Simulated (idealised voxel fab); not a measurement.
Process module under the name voxel ribs on slabs
It is cross-section cut that appears here, measuring 145 nm in width, its square cells being 5 nm in size.
How to read a cross-section here: the picture is a grid of square cells, written as bands going from the top down, and any band can span one or more rows of cells.
Band: top height; bottom height; in nm. Then, left to right: material with width in nm, for each material. "edge to edge": a single material spanning edge to edge. "air": empty space.
Counting heights begins at 0, where everything beneath is, in the wafer as received, one material. The lowest band has no bottom; it goes on downwards, as "top 0, no bottom" shows.
A width such as "30..40" changes by the same amount from each row of cells to the next, from the band's top row to its bottom row.
Any step labelled "nothing different" changed none of the cells in the cross-section.
The list in "Completely sealed voids" covers empty spaces of 8 cells or more that cannot reach the top through any open way, and it gives each as width x height at distance; the distance is from the left edge, and width, height and distance are in nm.
Heads up: the bit after the settings on a step's line is the simulator's remark on that step.
A step line may carry the setting "overlay nm", which, for steps involving a mask, states the distance by which the mask lay to the right of its intended position; negative values denote displacement to the left.

**Steps in the process plan**
1 RECEIVE, material Si
2 DIRECTIONAL_DEP, material SiO2, thk nm 30
3 DIRECTIONAL_DEP, material polySi, thk nm 20
4 DIRECTIONAL_DEP, material aC, thk nm 15
5 PATTERN, tone cover, mask id RIB, material resist, width nm 30, thk nm 35, overlay nm 0
6 DIRECTIONAL_ETCH, etch materials aC, depth nm 15
7 STRIP, etch materials resist
8 DIRECTIONAL_ETCH, etch materials polySi, depth nm 15
9 STRIP, etch materials aC
10 PATTERN, tone cover, mask id SLAB, material resist, width nm 90, thk nm 15, overlay nm 0
11 DIRECTIONAL_ETCH, etch materials polySi, depth nm 5
12 STRIP, etch materials resist
13 FILL_DEP, material SiO2, thk nm 25
14 CMP, height nm 70
15 DIRECTIONAL_DEP, material TiN, thk nm 5
16 PATTERN, tone cover, mask id HEATER, material resist, width nm 40, thk nm 15, overlay nm 0
17 DIRECTIONAL_ETCH, etch materials TiN, depth nm 5
18 STRIP, etch materials resist
19 CONFORMAL_DEP, material SiO2, thk nm 10

**Received-state cross-section, reflecting completion of step 1**
top 0, no bottom  Si edge to edge
Completely sealed voids: none

**Final cross-section, module run with one mistake (start and plan as above)**
top 85, bottom 80  air (40) / SiO2 (60) / air (45)
top 80, bottom 75  SiO2 edge to edge
top 75, bottom 70  SiO2 (50) / TiN (40) / SiO2 (55)
top 70, bottom 60  SiO2 (55..25) / polySi (30..90) / SiO2 (60..30)
top 60, bottom 0  SiO2 edge to edge
top 0, no bottom  Si edge to edge
Completely sealed voids: none
It is concluded that the wafer was processed incorrectly with respect to the plan, in that step 2 was run twice
